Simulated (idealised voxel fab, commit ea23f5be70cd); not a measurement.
process module | voxel transistor to metal
cross-section cut | 175 nm wide | cells 5 nm
A cross-section is a grid of square cells, given in bands from the top down. A band is one or more rows of cells.
Each band's line starts with the height of the band's top and of its bottom, in nm. Then come its materials from left to right, each with its width in nm. One material with "throughout" fills the band from edge to edge. "air" is empty space.
Height 0 is the level under which the wafer as received is all one material. The lowest band goes on downwards, as in "0 down".
A width such as "30 to 40" changes by the same amount from each row of cells to the next, from the band's top row to its bottom row.
"no change" after a step means that no cell of the cross-section changed.
closed voids: empty space of 8 cells or more with no open way to the top, each as width x height at its distance from the left edge, in nm
after a step's settings: what the simulator itself notes on the step
overlay nm, on a step with a mask: how far to the right of its planned place the mask lay; to the left if negative
plan
1 op RECEIVE | material Si
2 op OXIDIZE | depth nm 5
3 op CONFORMAL_DEP | material SiN | thk nm 15
4 op DIRECTIONAL_DEP | material aC | thk nm 10
5 op PATTERN | tone cover | mask id ACTIVE | material resist | width nm 105 | thk nm 30 | overlay nm 0
6 op DIRECTIONAL_ETCH | etch materials aC | depth nm 10
7 op STRIP | etch materials resist
8 op DIRECTIONAL_ETCH | etch materials SiN | depth nm 15
9 op DIRECTIONAL_ETCH | etch materials SiO2 | depth nm 5
10 op DIRECTIONAL_ETCH | etch materials Si | depth nm 35
11 op STRIP | etch materials aC
12 op OXIDIZE | depth nm 5
13 op FILL_DEP | material SiO2 | thk nm 5
14 op CMP | height nm 15
15 op SELECTIVE_ETCH | etch materials SiO2 | depth nm 5
16 op STRIP | etch materials SiN
17 op SELECTIVE_ETCH | etch materials SiO2 | depth nm 5
18 op OXIDIZE | depth nm 5
19 op DIRECTIONAL_DEP | material polySi | thk nm 25
20 op DIRECTIONAL_DEP | material SiCN | thk nm 10
21 op PATTERN | tone cover | mask id GATE | material resist | width nm 15 | thk nm 20 | overlay nm 0
22 op DIRECTIONAL_ETCH | etch materials SiCN | depth nm 20
23 op DIRECTIONAL_ETCH | etch materials polySi | depth nm 35
24 op STRIP | etch materials resist
25 op CONFORMAL_DEP | material SiO2 | thk nm 5
26 op DIRECTIONAL_ETCH | etch materials SiO2 | depth nm 5
27 op CONFORMAL_DEP | material SiN | thk nm 5
28 op DIRECTIONAL_ETCH | etch materials SiN | depth nm 5
29 op DIRECTIONAL_ETCH | etch materials SiO2 | depth nm 5
30 op DIRECTIONAL_ETCH | etch materials Si | depth nm 5
31 op EPI | material pSi | thk nm 5
32 op FILL_DEP | material SiO2 | thk nm 5
33 op CMP | height nm 30
34 op DIRECTIONAL_DEP | material SiO2 | thk nm 15
35 op DIRECTIONAL_DEP | material aC | thk nm 10
36 op PATTERN | tone open | mask id CONTACT | material resist | width nm 30 | pitch nm 55 | thk nm 30 | overlay nm 0
37 op DIRECTIONAL_ETCH | etch materials aC | depth nm 10
38 op STRIP | etch materials resist
39 op DIRECTIONAL_ETCH | etch materials SiO2 | depth nm 55
40 op STRIP | etch materials aC
41 op CONFORMAL_DEP | material TiN | thk nm 5
42 op FILL_DEP | material W | thk nm 5
43 op CMP | height nm 45
44 op CONFORMAL_DEP | material SiN | thk nm 5
45 op DIRECTIONAL_DEP | material SiO2 | thk nm 15
46 op PATTERN | tone open | mask id METAL_1 | material resist | width nm 20 | pitch nm 65 | thk nm 20 | overlay nm 0
47 op DIRECTIONAL_ETCH | etch materials SiO2 | depth nm 15
48 op DIRECTIONAL_ETCH | etch materials SiN | depth nm 5
49 op STRIP | etch materials resist
50 op CONFORMAL_DEP | material TiN | thk nm 5
51 op FILL_DEP | material Ru | thk nm 5
52 op CMP | height nm 65
53 op EPI | material Ru | thk nm 5
54 op FILL_DEP | material SiCN | thk nm 5
as received, after step 1
  0 down: Si throughout
  closed voids: none
first wafer at the end, as planned
  75 to 70: SiCN throughout
  70 to 65: SiCN 40 | Ru 30 | SiCN 35 | Ru 30 | SiCN 40
  65 to 50: SiO2 45 | TiN 5 | Ru 10 | TiN 5 | SiO2 45 | TiN 5 | Ru 10 | TiN 5 | SiO2 45
  50 to 45: SiN 45 | TiN 20 | SiN 45 | TiN 20 | SiN 45
  45 to 35: SiO2 45 | TiN 5 | W 20 | TiN 5 | SiO2 25 | TiN 5 | W 20 | TiN 5 | SiO2 45
  35 to 30: SiO2 45 | TiN 5 | W 15 | TiN 10 | SiO2 25 | TiN 10 | W 15 | TiN 5 | SiO2 45
  30 to 20: SiO2 45 | TiN 5 | W 15 | TiN 5 | SiN 5 | SiO2 5 | SiCN 15 | SiO2 5 | SiN 5 | TiN 5 | W 15 | TiN 5 | SiO2 45
  20 to 5: SiO2 45 | TiN 5 | W 15 | TiN 5 | SiN 5 | SiO2 5 | polySi 15 | SiO2 5 | SiN 5 | TiN 5 | W 15 | TiN 5 | SiO2 45
  5 to -5: SiO2 35 | SiN 5 | SiO2 5 | TiN 5 | W 15 to 10 | TiN 5 to 10 | SiN 5 | SiO2 5 | polySi 15 | SiO2 5 | SiN 5 | TiN 5 to 10 | W 15 to 10 | TiN 5 | SiO2 5 | SiN 5 | SiO2 35
  -5 to -10: SiO2 45 | TiN 20 | pSi 5 | SiO2 35 | pSi 5 | TiN 20 | SiO2 45
  -10 to -15: SiO2 40 | pSi 30 | Si 35 | pSi 30 | SiO2 40
  -15 to -45: SiO2 40 | Si 95 | SiO2 40
  -45 down: Si throughout
  closed voids: none
second wafer at the end: like start, like plan, one mistake
  75 to 70: SiCN throughout
  70 to 65: SiCN 40 | Ru 30 | SiCN 35 | Ru 30 | SiCN 40
  65 to 50: SiO2 45 | TiN 5 | Ru 10 | TiN 5 | SiO2 45 | TiN 5 | Ru 10 | TiN 5 | SiO2 45
  50 to 45: SiN 45 | TiN 20 | SiN 45 | TiN 20 | SiN 45
  45 to 35: SiO2 45 | TiN 5 | W 20 | TiN 5 | SiO2 25 | TiN 5 | W 20 | TiN 5 | SiO2 45
  35 to 30: SiO2 45 | TiN 5 | W 15 | TiN 10 | SiO2 25 | TiN 10 | W 15 | TiN 5 | SiO2 45
  30 to 20: SiO2 45 | TiN 5 | W 15 | TiN 5 | SiN 5 | SiO2 5 | SiCN 15 | SiO2 5 | SiN 5 | TiN 5 | W 15 | TiN 5 | SiO2 45
  20 to 5: SiO2 45 | TiN 5 | W 15 | TiN 5 | SiN 5 | SiO2 5 | polySi 15 | SiO2 5 | SiN 5 | TiN 5 | W 15 | TiN 5 | SiO2 45
  5 to -5: SiO2 35 | SiN 5 | SiO2 5 | TiN 5 | W 15 | TiN 5 | SiN 5 | SiO2 5 | polySi 15 | SiO2 5 | SiN 5 | TiN 5 | W 15 | TiN 5 | SiO2 5 | SiN 5 | SiO2 35
  -5 to -10: SiO2 45 | TiN 25 | SiO2 35 | TiN 25 | SiO2 45
  -10 to -20: SiO2 throughout
  -20 to -45: SiO2 40 | Si 95 | SiO2 40
  -45 down: Si throughout
  closed voids: none
what went wrong: step 18 ran as: op OXIDIZE | depth nm 15
at the end the second wafer has, in cells: 26 fewer of Si | 38 more of SiO2 | 2 more of W | 14 fewer of pSi
